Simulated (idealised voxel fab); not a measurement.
This section sets out a process module, namely voxel lift off.
Xsec cut, 215 nm wide, square cell size 5 nm.
A cross-section is written here as square cells arranged in a grid, and it is given in bands from the top down, each band taking up one or more rows of cells.
It is stipulated that each band's entry specify, in nanometres, the height of the top of the band and then that of its bottom, followed by the materials of the band in left-to-right sequence, each together with its width in nanometres. A single material marked by the word "everywhere" is understood to fill the band from edge to edge; the word "air" is understood to denote empty space.
Height is counted from the level 0, under which the received wafer is composed throughout of one material. The lowest of the bands is not closed at the bottom but continues downward, in the notation "0..down".
With a width like "30..40", each row of cells in the band differs from the next by the same amount, the top row carrying the first number and the bottom row the second.
Any step labelled "no change occurred" changed none of the cells in the cross-section.
Listed in "Fully sealed cavities": every empty space of 8 or more cells without an open way to the top. Form: width x height at distance, the distance being from the left edge, all in nm.
after a step's settings: what the simulator itself notes on the step
overlay nm, on a step with a mask: how far to the right of its planned place the mask lay; to the left if negative

These are the steps we planned for the process
1) RECEIVE (material Si)
2) CONFORMAL_DEP (material Al2O3; thk nm 15)
3) PATTERN (tone open; mask id LINES; material resist; width nm 15; pitch nm 30; thk nm 20; overlay nm 0)
4) DIRECTIONAL_DEP (material Ru; thk nm 10)
5) STRIP (etch materials resist)
6) CONFORMAL_DEP (material SiO2; thk nm 5)

First of two wafers, processed according to plan

Cross-section of the wafer at receipt, which is the condition after step 1
0..down = Si everywhere
Fully sealed cavities: none

The following cross-section depicts the wafer upon completion of step 2
15..0 = Al2O3 everywhere
Under 0: no change, same as before.

The following cross-section depicts the wafer upon completion of step 3
35..15 = resist: 85 / air: 15 / resist: 15 / air: 15 / resist: 85
Under 15: no change, same as before.

The following cross-section depicts the wafer upon completion of step 4
45..35 = Ru: 85 / air: 15 / Ru: 15 / air: 15 / Ru: 85
35..25 = resist: 85 / air: 15 / resist: 15 / air: 15 / resist: 85
25..15 = resist: 85 / Ru: 15 / resist: 15 / Ru: 15 / resist: 85
Under 15: no change, same as before.

The following cross-section depicts the wafer upon completion of step 5
25..15 = air: 85 / Ru: 15 / air: 15 / Ru: 15 / air: 85
Under 15: no change, same as before.

The following cross-section depicts the wafer upon completion of step 6
30..25 = air: 80 / SiO2: 25 / air: 5 / SiO2: 25 / air: 80
25..20 = air: 80 / SiO2: 5 / Ru: 15 / SiO2: 5 / air: 5 / SiO2: 5 / Ru: 15 / SiO2: 5 / air: 80
20..15 = SiO2: 85 / Ru: 15 / SiO2: 15 / Ru: 15 / SiO2: 85
Under 15: no change, same as before.

Second of two: same start, same plan, one run error; steps up to and including 2 match the first

Here is the second wafer in cross-section at the point where step 3 of the plan should have been done
35..15 = resist: 90 / air: 15 / resist: 15 / air: 15 / resist: 80
Under 15: no change, same as before.

Here is the second wafer in cross-section at the point where step 4 of the plan should have been done
45..35 = Ru: 90 / air: 15 / Ru: 15 / air: 15 / Ru: 80
35..25 = resist: 90 / air: 15 / resist: 15 / air: 15 / resist: 80
25..15 = resist: 90 / Ru: 15 / resist: 15 / Ru: 15 / resist: 80
Under 15: no change, same as before.

Here is the second wafer in cross-section at the point where step 5 of the plan should have been done
25..15 = air: 90 / Ru: 15 / air: 15 / Ru: 15 / air: 80
Under 15: no change, same as before.

Here is the second wafer in cross-section at the point where step 6 of the plan should have been done
30..25 = air: 85 / SiO2: 25 / air: 5 / SiO2: 25 / air: 75
25..20 = air: 85 / SiO2: 5 / Ru: 15 / SiO2: 5 / air: 5 / SiO2: 5 / Ru: 15 / SiO2: 5 / air: 75
20..15 = SiO2: 90 / Ru: 15 / SiO2: 15 / Ru: 15 / SiO2: 80
Under 15: no change, same as before.
The mistake made against the process plan was this: it should be noted that step 3 was executed with settings other than those planned, the operation and settings actually applied being PATTERN (tone open; mask id LINES; material resist; width nm 15; pitch nm 30; thk nm 20; overlay nm 5)
Tallied in cells, the final second wafer holds each material in the same quantity as the first, although not at the same places.
